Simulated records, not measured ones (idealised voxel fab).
The process module that follows is named voxel wiring stack.
Section cut is 290 nm wide and gridded with 5 nm square cells.
In what follows, cross-sections appear as grids of square cells, described through bands that run from the top down, where every band is one or more rows of cells.
In this notation a band is specified by the heights of its top and bottom, in that order and in nm, after which its materials appear from left to right, each paired with its width in nm. The word "full width" attached to a single material means that material fills the band from edge to edge; the word "blank" stands for empty space.
Below 0: as-received wafer, all one material; heights counted from there. Lowest band: no bottom, goes on down, written "z 0 and below".
You'd read "30 to 40" like this: the band's top row of cells is as wide as the first number, its bottom row is as wide as the second, and going down, every row changes width by the same amount as the row before did.
Take "stayed the same" at face value: in the step it is given for, the cross-section changed in none of its cells.
The entry "Trapped void list" lists the empty spaces that cover at least 8 cells and have no open path to the top. Each is written as width x height at distance, where the distance is measured from the left edge and all three values are in nm.
Text after the settings on a step's line: the simulator's own remark on that step.
overlay nm, on a step with a mask: how far to the right of its planned place the mask lay; to the left if negative

These are the steps we planned for the process
1,RECEIVE with material Si
2,CONFORMAL_DEP with material SiO2, thk nm 15
3,CONFORMAL_DEP with material SiCN, thk nm 5
4,DIRECTIONAL_DEP with material lowk, thk nm 20
5,DIRECTIONAL_DEP with material aC, thk nm 10
6,PATTERN with tone open, mask id METAL_1, material resist, width nm 30, pitch nm 45, thk nm 25, overlay nm 0
7,DIRECTIONAL_ETCH with etch materials aC, depth nm 10
8,STRIP with etch materials resist
9,DIRECTIONAL_ETCH with etch materials lowk, depth nm 20
10,DIRECTIONAL_ETCH with etch materials SiCN, depth nm 5
11,STRIP with etch materials aC
12,CONFORMAL_DEP with material TiN, thk nm 5
13,FILL_DEP with material Cu, thk nm 10
14,CMP with height nm 40
15,CONFORMAL_DEP with material SiCN, thk nm 5
16,DIRECTIONAL_DEP with material SiO2, thk nm 15
17,PATTERN with tone open, mask id PLUG_1, material resist, width nm 15, pitch nm 45, thk nm 15, overlay nm 0
18,DIRECTIONAL_ETCH with etch materials SiO2, depth nm 15
19,DIRECTIONAL_ETCH with etch materials SiCN, depth nm 5
20,STRIP with etch materials resist
21,EPI with material Ru, thk nm 10
22,EPI with material Ru, thk nm 10
23,CONFORMAL_DEP with material SiCN, thk nm 5
24,DIRECTIONAL_DEP with material lowk, thk nm 20
25,MASKED_ETCH with tone open, mask id METAL_2, width nm 30, pitch nm 45, etch materials lowk, depth nm 20, overlay nm 0
26,MASKED_ETCH with tone open, mask id METAL_2, width nm 30, pitch nm 45, etch materials SiCN, depth nm 5, overlay nm 0
27,CONFORMAL_DEP with material TiN, thk nm 5
28,FILL_DEP with material W, thk nm 10
29,CMP with height nm 85
30,CONFORMAL_DEP with material SiCN, thk nm 5
31,DIRECTIONAL_DEP with material lowk, thk nm 25
32,PATTERN with tone open, mask id METAL_3_HOLES, material resist, width nm 15, pitch nm 90, thk nm 15, overlay nm 0
33,DIRECTIONAL_ETCH with etch materials lowk, depth nm 25
34,STRIP with etch materials resist
35,DIRECTIONAL_DEP with material aC, thk nm 15
36,PATTERN with tone open, mask id METAL_3, material resist, width nm 30, pitch nm 45, thk nm 35, overlay nm 0
37,DIRECTIONAL_ETCH with etch materials aC, depth nm 15
38,STRIP with etch materials resist
39,DIRECTIONAL_ETCH with etch materials lowk, depth nm 15
40,DIRECTIONAL_ETCH with etch materials SiCN, depth nm 5
41,STRIP with etch materials aC
42,CONFORMAL_DEP with material TiN, thk nm 5
43,FILL_DEP with material Cu, thk nm 5
44,CMP with height nm 115
45,CONFORMAL_DEP with material SiCN, thk nm 5

First wafer of two (run as planned)

Cross-sectional view of the wafer in its as-received condition, corresponding to the state after step 1
z 0 and below | Si full width
Trapped void list: none

The wafer, seen in cross-section, after step 2
z 15 to 0 | SiO2 full width
Under 0: no change, same as before.

The wafer, seen in cross-section, after step 3
z 20 to 15 | SiCN full width
Under 15: no change, same as before.

The wafer, seen in cross-section, after step 4
z 40 to 20 | lowk full width
Under 20: no change, same as before.

The wafer, seen in cross-section, after step 5
z 50 to 40 | aC full width
Under 40: no change, same as before.

The wafer, seen in cross-section, after step 6
z 75 to 50 | resist (60), blank (30), resist (15), blank (30), resist (15), blank (30), resist (15), blank (30), resist (65)
Under 50: no change, same as before.

The wafer, seen in cross-section, after step 7
z 65 to 50 | resist (60), blank (30), resist (15), blank (30), resist (15), blank (30), resist (15), blank (30), resist (65)
z 50 to 40 | aC (60), blank (30), aC (15), blank (30), aC (15), blank (30), aC (15), blank (30), aC (65)
Under 40: no change, same as before.

The wafer, seen in cross-section, after step 8
z 50 to 40 | aC (60), blank (30), aC (15), blank (30), aC (15), blank (30), aC (15), blank (30), aC (65)
Under 40: no change, same as before.

The wafer, seen in cross-section, after step 9
z 50 to 40 | aC (60), blank (30), aC (15), blank (30), aC (15), blank (30), aC (15), blank (30), aC (65)
z 40 to 20 | lowk (60), blank (30), lowk (15), blank (30), lowk (15), blank (30), lowk (15), blank (30), lowk (65)
Under 20: no change, same as before.

The wafer, seen in cross-section, after step 10
z 50 to 40 | aC (60), blank (30), aC (15), blank (30), aC (15), blank (30), aC (15), blank (30), aC (65)
z 40 to 20 | lowk (60), blank (30), lowk (15), blank (30), lowk (15), blank (30), lowk (15), blank (30), lowk (65)
z 20 to 15 | SiCN (60), blank (30), SiCN (15), blank (30), SiCN (15), blank (30), SiCN (15), blank (30), SiCN (65)
Under 15: no change, same as before.

The wafer, seen in cross-section, after step 11
z 40 to 20 | lowk (60), blank (30), lowk (15), blank (30), lowk (15), blank (30), lowk (15), blank (30), lowk (65)
Under 20: no change, same as before.

The wafer, seen in cross-section, after step 12
z 45 to 40 | TiN (65), blank (20), TiN (25), blank (20), TiN (25), blank (20), TiN (25), blank (20), TiN (70)
z 40 to 20 | lowk (60), TiN (5), blank (20), TiN (5), lowk (15), TiN (5), blank (20), TiN (5), lowk (15), TiN (5), blank (20), TiN (5), lowk (15), TiN (5), blank (20), TiN (5), lowk (65)
z 20 to 15 | SiCN (60), TiN (30), SiCN (15), TiN (30), SiCN (15), TiN (30), SiCN (15), TiN (30), SiCN (65)
Under 15: no change, same as before.

The wafer, seen in cross-section, after step 13
z 55 to 45 | Cu full width
z 45 to 40 | TiN (65), Cu (20), TiN (25), Cu (20), TiN (25), Cu (20), TiN (25), Cu (20), TiN (70)
z 40 to 20 | lowk (60), TiN (5), Cu (20), TiN (5), lowk (15), TiN (5), Cu (20), TiN (5), lowk (15), TiN (5), Cu (20), TiN (5), lowk (15), TiN (5), Cu (20), TiN (5), lowk (65)
Under 20: no change, same as before.

The wafer, seen in cross-section, after step 14
z 40 to 20 | lowk (60), TiN (5), Cu (20), TiN (5), lowk (15), TiN (5), Cu (20), TiN (5), lowk (15), TiN (5), Cu (20), TiN (5), lowk (15), TiN (5), Cu (20), TiN (5), lowk (65)
Under 20: no change, same as before.

The wafer, seen in cross-section, after step 15
z 45 to 40 | SiCN full width
Under 40: no change, same as before.

The wafer, seen in cross-section, after step 16
z 60 to 45 | SiO2 full width
Under 45: no change, same as before.

The wafer, seen in cross-section, after step 17
z 75 to 60 | resist (60), blank (15), resist (30), blank (15), resist (30), blank (15), resist (30), blank (15), resist (80)
Under 60: no change, same as before.

The wafer, seen in cross-section, after step 18
z 75 to 60 | resist (60), blank (15), resist (30), blank (15), resist (30), blank (15), resist (30), blank (15), resist (80)
z 60 to 45 | SiO2 (60), blank (15), SiO2 (30), blank (15), SiO2 (30), blank (15), SiO2 (30), blank (15), SiO2 (80)
Under 45: no change, same as before.

The wafer, seen in cross-section, after step 19
z 75 to 60 | resist (60), blank (15), resist (30), blank (15), resist (30), blank (15), resist (30), blank (15), resist (80)
z 60 to 45 | SiO2 (60), blank (15), SiO2 (30), blank (15), SiO2 (30), blank (15), SiO2 (30), blank (15), SiO2 (80)
z 45 to 40 | SiCN (60), blank (15), SiCN (30), blank (15), SiCN (30), blank (15), SiCN (30), blank (15), SiCN (80)
Under 40: no change, same as before.

The wafer, seen in cross-section, after step 20
z 60 to 45 | SiO2 (60), blank (15), SiO2 (30), blank (15), SiO2 (30), blank (15), SiO2 (30), blank (15), SiO2 (80)
Under 45: no change, same as before.

The wafer, seen in cross-section, after step 21
z 60 to 50 | SiO2 (60), blank (15), SiO2 (30), blank (15), SiO2 (30), blank (15), SiO2 (30), blank (15), SiO2 (80)
z 50 to 45 | SiO2 (60), Ru (15), SiO2 (30), Ru (15), SiO2 (30), Ru (15), SiO2 (30), Ru (15), SiO2 (80)
z 45 to 40 | SiCN (60), Ru (15), SiCN (30), Ru (15), SiCN (30), Ru (15), SiCN (30), Ru (15), SiCN (80)
Under 40: no change, same as before.

The wafer, seen in cross-section, after step 22
z 60 to 45 | SiO2 (60), Ru (15), SiO2 (30), Ru (15), SiO2 (30), Ru (15), SiO2 (30), Ru (15), SiO2 (80)
Under 45: no change, same as before.

The wafer, seen in cross-section, after step 23
z 65 to 60 | SiCN full width
Under 60: no change, same as before.

The wafer, seen in cross-section, after step 24
z 85 to 65 | lowk full width
Under 65: no change, same as before.

The wafer, seen in cross-section, after step 25
z 85 to 65 | lowk (60), blank (30), lowk (15), blank (30), lowk (15), blank (30), lowk (15), blank (30), lowk (65)
Under 65: no change, same as before.

The wafer, seen in cross-section, after step 26
z 85 to 65 | lowk (60), blank (30), lowk (15), blank (30), lowk (15), blank (30), lowk (15), blank (30), lowk (65)
z 65 to 60 | SiCN (60), blank (30), SiCN (15), blank (30), SiCN (15), blank (30), SiCN (15), blank (30), SiCN (65)
Under 60: no change, same as before.

The wafer, seen in cross-section, after step 27
z 90 to 85 | TiN (65), blank (20), TiN (25), blank (20), TiN (25), blank (20), TiN (25), blank (20), TiN (70)
z 85 to 65 | lowk (60), TiN (5), blank (20), TiN (5), lowk (15), TiN (5), blank (20), TiN (5), lowk (15), TiN (5), blank (20), TiN (5), lowk (15), TiN (5), blank (20), TiN (5), lowk (65)
z 65 to 60 | SiCN (60), TiN (30), SiCN (15), TiN (30), SiCN (15), TiN (30), SiCN (15), TiN (30), SiCN (65)
Under 60: no change, same as before.

The wafer, seen in cross-section, after step 28
z 100 to 90 | W full width
z 90 to 85 | TiN (65), W (20), TiN (25), W (20), TiN (25), W (20), TiN (25), W (20), TiN (70)
z 85 to 65 | lowk (60), TiN (5), W (20), TiN (5), lowk (15), TiN (5), W (20), TiN (5), lowk (15), TiN (5), W (20), TiN (5), lowk (15), TiN (5), W (20), TiN (5), lowk (65)
Under 65: no change, same as before.

The wafer, seen in cross-section, after step 29
z 85 to 65 | lowk (60), TiN (5), W (20), TiN (5), lowk (15), TiN (5), W (20), TiN (5), lowk (15), TiN (5), W (20), TiN (5), lowk (15), TiN (5), W (20), TiN (5), lowk (65)
Under 65: no change, same as before.

The wafer, seen in cross-section, after step 30
z 90 to 85 | SiCN full width
Under 85: no change, same as before.

The wafer, seen in cross-section, after step 31
z 115 to 90 | lowk full width
Under 90: no change, same as before.

The wafer, seen in cross-section, after step 32
z 130 to 115 | resist (60), blank (15), resist (75), blank (15), resist (125)
Under 115: no change, same as before.

The wafer, seen in cross-section, after step 33
z 130 to 115 | resist (60), blank (15), resist (75), blank (15), resist (125)
z 115 to 90 | lowk (60), blank (15), lowk (75), blank (15), lowk (125)
Under 90: no change, same as before.

The wafer, seen in cross-section, after step 34
z 115 to 90 | lowk (60), blank (15), lowk (75), blank (15), lowk (125)
Under 90: no change, same as before.

The wafer, seen in cross-section, after step 35
z 130 to 115 | aC (60), blank (15), aC (75), blank (15), aC (125)
z 115 to 105 | lowk (60), blank (15), lowk (75), blank (15), lowk (125)
z 105 to 90 | lowk (60), aC (15), lowk (75), aC (15), lowk (125)
Under 90: no change, same as before.

The wafer, seen in cross-section, after step 36
z 165 to 130 | resist (60), blank (30), resist (15), blank (30), resist (15), blank (30), resist (15), blank (30), resist (65)
Under 130: no change, same as before.

The wafer, seen in cross-section, after step 37
z 150 to 130 | resist (60), blank (30), resist (15), blank (30), resist (15), blank (30), resist (15), blank (30), resist (65)
z 130 to 115 | aC (60), blank (30), aC (15), blank (30), aC (15), blank (30), aC (15), blank (30), aC (65)
z 115 to 90 | lowk (60), blank (15), lowk (75), blank (15), lowk (125)
Under 90: no change, same as before.

The wafer, seen in cross-section, after step 38
z 130 to 115 | aC (60), blank (30), aC (15), blank (30), aC (15), blank (30), aC (15), blank (30), aC (65)
Under 115: no change, same as before.

The wafer, seen in cross-section, after step 39
z 130 to 115 | aC (60), blank (30), aC (15), blank (30), aC (15), blank (30), aC (15), blank (30), aC (65)
z 115 to 100 | lowk (60), blank (30), lowk (15), blank (30), lowk (15), blank (30), lowk (15), blank (30), lowk (65)
Under 100: no change, same as before.

The wafer, seen in cross-section, after step 40
z 130 to 115 | aC (60), blank (30), aC (15), blank (30), aC (15), blank (30), aC (15), blank (30), aC (65)
z 115 to 100 | lowk (60), blank (30), lowk (15), blank (30), lowk (15), blank (30), lowk (15), blank (30), lowk (65)
z 100 to 90 | lowk (60), blank (15), lowk (75), blank (15), lowk (125)
z 90 to 85 | SiCN (60), blank (15), SiCN (75), blank (15), SiCN (125)
Under 85: no change, same as before.

The wafer, seen in cross-section, after step 41
z 115 to 100 | lowk (60), blank (30), lowk (15), blank (30), lowk (15), blank (30), lowk (15), blank (30), lowk (65)
Under 100: no change, same as before.

The wafer, seen in cross-section, after step 42
z 120 to 115 | TiN (65), blank (20), TiN (25), blank (20), TiN (25), blank (20), TiN (25), blank (20), TiN (70)
z 115 to 105 | lowk (60), TiN (5), blank (20), TiN (5), lowk (15), TiN (5), blank (20), TiN (5), lowk (15), TiN (5), blank (20), TiN (5), lowk (15), TiN (5), blank (20), TiN (5), lowk (65)
z 105 to 100 | lowk (60), TiN (5), blank (5), TiN (20), lowk (15), TiN (30), lowk (15), TiN (5), blank (5), TiN (20), lowk (15), TiN (30), lowk (65)
z 100 to 90 | lowk (60), TiN (5), blank (5), TiN (5), lowk (75), TiN (5), blank (5), TiN (5), lowk (125)
z 90 to 85 | SiCN (60), TiN (15), SiCN (75), TiN (15), SiCN (125)
Under 85: no change, same as before.

The wafer, seen in cross-section, after step 43
z 125 to 120 | Cu full width
z 120 to 115 | TiN (65), Cu (20), TiN (25), Cu (20), TiN (25), Cu (20), TiN (25), Cu (20), TiN (70)
z 115 to 105 | lowk (60), TiN (5), Cu (20), TiN (5), lowk (15), TiN (5), Cu (20), TiN (5), lowk (15), TiN (5), Cu (20), TiN (5), lowk (15), TiN (5), Cu (20), TiN (5), lowk (65)
z 105 to 100 | lowk (60), TiN (5), Cu (5), TiN (20), lowk (15), TiN (30), lowk (15), TiN (5), Cu (5), TiN (20), lowk (15), TiN (30), lowk (65)
z 100 to 90 | lowk (60), TiN (5), Cu (5), TiN (5), lowk (75), TiN (5), Cu (5), TiN (5), lowk (125)
Under 90: no change, same as before.

The wafer, seen in cross-section, after step 44
z 115 to 105 | lowk (60), TiN (5), Cu (20), TiN (5), lowk (15), TiN (5), Cu (20), TiN (5), lowk (15), TiN (5), Cu (20), TiN (5), lowk (15), TiN (5), Cu (20), TiN (5), lowk (65)
Under 105: no change, same as before.

The wafer, seen in cross-section, after step 45
z 120 to 115 | SiCN full width
Under 115: no change, same as before.

Regarding the second of the two wafers: it shared the first wafer's starting condition and process plan, yet one error occurred during its execution. Its history coincides with that of the first wafer up to and including step 16

Second wafer, section view, time point: scheduled end of step 17
z 75 to 60 | blank (60), resist (15), blank (30), resist (15), blank (30), resist (15), blank (30), resist (15), blank (80)
Under 60: no change, same as before.

Second wafer, section view, time point: scheduled end of step 18
z 75 to 60 | blank (60), resist (15), blank (30), resist (15), blank (30), resist (15), blank (30), resist (15), blank (80)
z 60 to 45 | blank (60), SiO2 (15), blank (30), SiO2 (15), blank (30), SiO2 (15), blank (30), SiO2 (15), blank (80)
Under 45: no change, same as before.

Second wafer, section view, time point: scheduled end of step 19
z 75 to 60 | blank (60), resist (15), blank (30), resist (15), blank (30), resist (15), blank (30), resist (15), blank (80)
z 60 to 45 | blank (60), SiO2 (15), blank (30), SiO2 (15), blank (30), SiO2 (15), blank (30), SiO2 (15), blank (80)
z 45 to 40 | blank (60), SiCN (15), blank (30), SiCN (15), blank (30), SiCN (15), blank (30), SiCN (15), blank (80)
Under 40: no change, same as before.

Second wafer, section view, time point: scheduled end of step 20
z 60 to 45 | blank (60), SiO2 (15), blank (30), SiO2 (15), blank (30), SiO2 (15), blank (30), SiO2 (15), blank (80)
Under 45: no change, same as before.

Second wafer, section view, time point: scheduled end of step 21
z 60 to 50 | blank (60), SiO2 (15), blank (30), SiO2 (15), blank (30), SiO2 (15), blank (30), SiO2 (15), blank (80)
z 50 to 45 | blank (60), SiO2 (15), Ru (25), blank (5), SiO2 (15), Ru (25), blank (5), SiO2 (15), Ru (25), blank (5), SiO2 (15), Ru (25), blank (55)
z 45 to 40 | blank (60), SiCN (15), Ru (25), blank (5), SiCN (15), Ru (25), blank (5), SiCN (15), Ru (25), blank (5), SiCN (15), Ru (25), blank (55)
Under 40: no change, same as before.

Second wafer, section view, time point: scheduled end of step 22
z 60 to 45 | blank (60), SiO2 (15), Ru (30), SiO2 (15), Ru (30), SiO2 (15), Ru (30), SiO2 (15), Ru (35), blank (45)
z 45 to 40 | blank (60), SiCN (15), Ru (30), SiCN (15), Ru (30), SiCN (15), Ru (30), SiCN (15), Ru (35), blank (45)
Under 40: no change, same as before.

Second wafer, section view, time point: scheduled end of step 23
z 65 to 60 | blank (55), SiCN (195), blank (40)
z 60 to 45 | blank (55), SiCN (5), SiO2 (15), Ru (30), SiO2 (15), Ru (30), SiO2 (15), Ru (30), SiO2 (15), Ru (35), SiCN (5), blank (40)
z 45 to 40 | SiCN (75), Ru (30), SiCN (15), Ru (30), SiCN (15), Ru (30), SiCN (15), Ru (35), SiCN (45)
Under 40: no change, same as before.

Second wafer, section view, time point: scheduled end of step 24
z 85 to 65 | blank (55), lowk (195), blank (40)
z 65 to 60 | lowk (55), SiCN (195), lowk (40)
z 60 to 45 | lowk (55), SiCN (5), SiO2 (15), Ru (30), SiO2 (15), Ru (30), SiO2 (15), Ru (30), SiO2 (15), Ru (35), SiCN (5), lowk (40)
Under 45: no change, same as before.

Second wafer, section view, time point: scheduled end of step 25
z 85 to 65 | blank (55), lowk (5), blank (30), lowk (15), blank (30), lowk (15), blank (30), lowk (15), blank (30), lowk (25), blank (40)
Under 65: no change, same as before.

Second wafer, section view, time point: scheduled end of step 26
z 85 to 65 | blank (55), lowk (5), blank (30), lowk (15), blank (30), lowk (15), blank (30), lowk (15), blank (30), lowk (25), blank (40)
z 65 to 60 | lowk (55), SiCN (5), blank (30), SiCN (15), blank (30), SiCN (15), blank (30), SiCN (15), blank (30), SiCN (25), lowk (40)
Under 60: no change, same as before.

Second wafer, section view, time point: scheduled end of step 27
z 90 to 85 | blank (50), TiN (15), blank (20), TiN (25), blank (20), TiN (25), blank (20), TiN (25), blank (20), TiN (35), blank (35)
z 85 to 70 | blank (50), TiN (5), lowk (5), TiN (5), blank (20), TiN (5), lowk (15), TiN (5), blank (20), TiN (5), lowk (15), TiN (5), blank (20), TiN (5), lowk (15), TiN (5), blank (20), TiN (5), lowk (25), TiN (5), blank (35)
z 70 to 65 | TiN (55), lowk (5), TiN (5), blank (20), TiN (5), lowk (15), TiN (5), blank (20), TiN (5), lowk (15), TiN (5), blank (20), TiN (5), lowk (15), TiN (5), blank (20), TiN (5), lowk (25), TiN (40)
z 65 to 60 | lowk (55), SiCN (5), TiN (30), SiCN (15), TiN (30), SiCN (15), TiN (30), SiCN (15), TiN (30), SiCN (25), lowk (40)
Under 60: no change, same as before.

Second wafer, section view, time point: scheduled end of step 28
z 100 to 90 | W full width
z 90 to 85 | W (50), TiN (15), W (20), TiN (25), W (20), TiN (25), W (20), TiN (25), W (20), TiN (35), W (35)
z 85 to 70 | W (50), TiN (5), lowk (5), TiN (5), W (20), TiN (5), lowk (15), TiN (5), W (20), TiN (5), lowk (15), TiN (5), W (20), TiN (5), lowk (15), TiN (5), W (20), TiN (5), lowk (25), TiN (5), W (35)
z 70 to 65 | TiN (55), lowk (5), TiN (5), W (20), TiN (5), lowk (15), TiN (5), W (20), TiN (5), lowk (15), TiN (5), W (20), TiN (5), lowk (15), TiN (5), W (20), TiN (5), lowk (25), TiN (40)
Under 65: no change, same as before.

Second wafer, section view, time point: scheduled end of step 29
z 85 to 70 | W (50), TiN (5), lowk (5), TiN (5), W (20), TiN (5), lowk (15), TiN (5), W (20), TiN (5), lowk (15), TiN (5), W (20), TiN (5), lowk (15), TiN (5), W (20), TiN (5), lowk (25), TiN (5), W (35)
Under 70: no change, same as before.

Second wafer, section view, time point: scheduled end of step 30
z 90 to 85 | SiCN full width
Under 85: no change, same as before.

Second wafer, section view, time point: scheduled end of step 31
z 115 to 90 | lowk full width
Under 90: no change, same as before.

Second wafer, section view, time point: scheduled end of step 32
z 130 to 115 | resist (60), blank (15), resist (75), blank (15), resist (125)
Under 115: no change, same as before.

Second wafer, section view, time point: scheduled end of step 33
z 130 to 115 | resist (60), blank (15), resist (75), blank (15), resist (125)
z 115 to 90 | lowk (60), blank (15), lowk (75), blank (15), lowk (125)
Under 90: no change, same as before.

Second wafer, section view, time point: scheduled end of step 34
z 115 to 90 | lowk (60), blank (15), lowk (75), blank (15), lowk (125)
Under 90: no change, same as before.

Second wafer, section view, time point: scheduled end of step 35
z 130 to 115 | aC (60), blank (15), aC (75), blank (15), aC (125)
z 115 to 105 | lowk (60), blank (15), lowk (75), blank (15), lowk (125)
z 105 to 90 | lowk (60), aC (15), lowk (75), aC (15), lowk (125)
Under 90: no change, same as before.

Second wafer, section view, time point: scheduled end of step 36
z 165 to 130 | resist (60), blank (30), resist (15), blank (30), resist (15), blank (30), resist (15), blank (30), resist (65)
Under 130: no change, same as before.

Second wafer, section view, time point: scheduled end of step 37
z 150 to 130 | resist (60), blank (30), resist (15), blank (30), resist (15), blank (30), resist (15), blank (30), resist (65)
z 130 to 115 | aC (60), blank (30), aC (15), blank (30), aC (15), blank (30), aC (15), blank (30), aC (65)
z 115 to 90 | lowk (60), blank (15), lowk (75), blank (15), lowk (125)
Under 90: no change, same as before.

Second wafer, section view, time point: scheduled end of step 38
z 130 to 115 | aC (60), blank (30), aC (15), blank (30), aC (15), blank (30), aC (15), blank (30), aC (65)
Under 115: no change, same as before.

Second wafer, section view, time point: scheduled end of step 39
z 130 to 115 | aC (60), blank (30), aC (15), blank (30), aC (15), blank (30), aC (15), blank (30), aC (65)
z 115 to 100 | lowk (60), blank (30), lowk (15), blank (30), lowk (15), blank (30), lowk (15), blank (30), lowk (65)
Under 100: no change, same as before.

Second wafer, section view, time point: scheduled end of step 40
z 130 to 115 | aC (60), blank (30), aC (15), blank (30), aC (15), blank (30), aC (15), blank (30), aC (65)
z 115 to 100 | lowk (60), blank (30), lowk (15), blank (30), lowk (15), blank (30), lowk (15), blank (30), lowk (65)
z 100 to 90 | lowk (60), blank (15), lowk (75), blank (15), lowk (125)
z 90 to 85 | SiCN (60), blank (15), SiCN (75), blank (15), SiCN (125)
Under 85: no change, same as before.

Second wafer, section view, time point: scheduled end of step 41
z 115 to 100 | lowk (60), blank (30), lowk (15), blank (30), lowk (15), blank (30), lowk (15), blank (30), lowk (65)
Under 100: no change, same as before.

Second wafer, section view, time point: scheduled end of step 42
z 120 to 115 | TiN (65), blank (20), TiN (25), blank (20), TiN (25), blank (20), TiN (25), blank (20), TiN (70)
z 115 to 105 | lowk (60), TiN (5), blank (20), TiN (5), lowk (15), TiN (5), blank (20), TiN (5), lowk (15), TiN (5), blank (20), TiN (5), lowk (15), TiN (5), blank (20), TiN (5), lowk (65)
z 105 to 100 | lowk (60), TiN (5), blank (5), TiN (20), lowk (15), TiN (30), lowk (15), TiN (5), blank (5), TiN (20), lowk (15), TiN (30), lowk (65)
z 100 to 90 | lowk (60), TiN (5), blank (5), TiN (5), lowk (75), TiN (5), blank (5), TiN (5), lowk (125)
z 90 to 85 | SiCN (60), TiN (15), SiCN (75), TiN (15), SiCN (125)
Under 85: no change, same as before.

Second wafer, section view, time point: scheduled end of step 43
z 125 to 120 | Cu full width
z 120 to 115 | TiN (65), Cu (20), TiN (25), Cu (20), TiN (25), Cu (20), TiN (25), Cu (20), TiN (70)
z 115 to 105 | lowk (60), TiN (5), Cu (20), TiN (5), lowk (15), TiN (5), Cu (20), TiN (5), lowk (15), TiN (5), Cu (20), TiN (5), lowk (15), TiN (5), Cu (20), TiN (5), lowk (65)
z 105 to 100 | lowk (60), TiN (5), Cu (5), TiN (20), lowk (15), TiN (30), lowk (15), TiN (5), Cu (5), TiN (20), lowk (15), TiN (30), lowk (65)
z 100 to 90 | lowk (60), TiN (5), Cu (5), TiN (5), lowk (75), TiN (5), Cu (5), TiN (5), lowk (125)
Under 90: no change, same as before.

Second wafer, section view, time point: scheduled end of step 44
z 115 to 105 | lowk (60), TiN (5), Cu (20), TiN (5), lowk (15), TiN (5), Cu (20), TiN (5), lowk (15), TiN (5), Cu (20), TiN (5), lowk (15), TiN (5), Cu (20), TiN (5), lowk (65)
Under 105: no change, same as before.

Second wafer, section view, time point: scheduled end of step 45
z 120 to 115 | SiCN full width
Under 115: no change, same as before.
What broke from the plan during processing? step 17 was processed under conditions differing from the plan, specifically as PATTERN with tone cover, mask id PLUG_1, material resist, width nm 15, pitch nm 45, thk nm 15, overlay nm 0
Count the cells at the end and the second wafer has more or fewer of some materials than the first: 52 more of Ru | 26 fewer of SiCN | 102 fewer of SiO2 | 25 more of TiN | 51 more of W
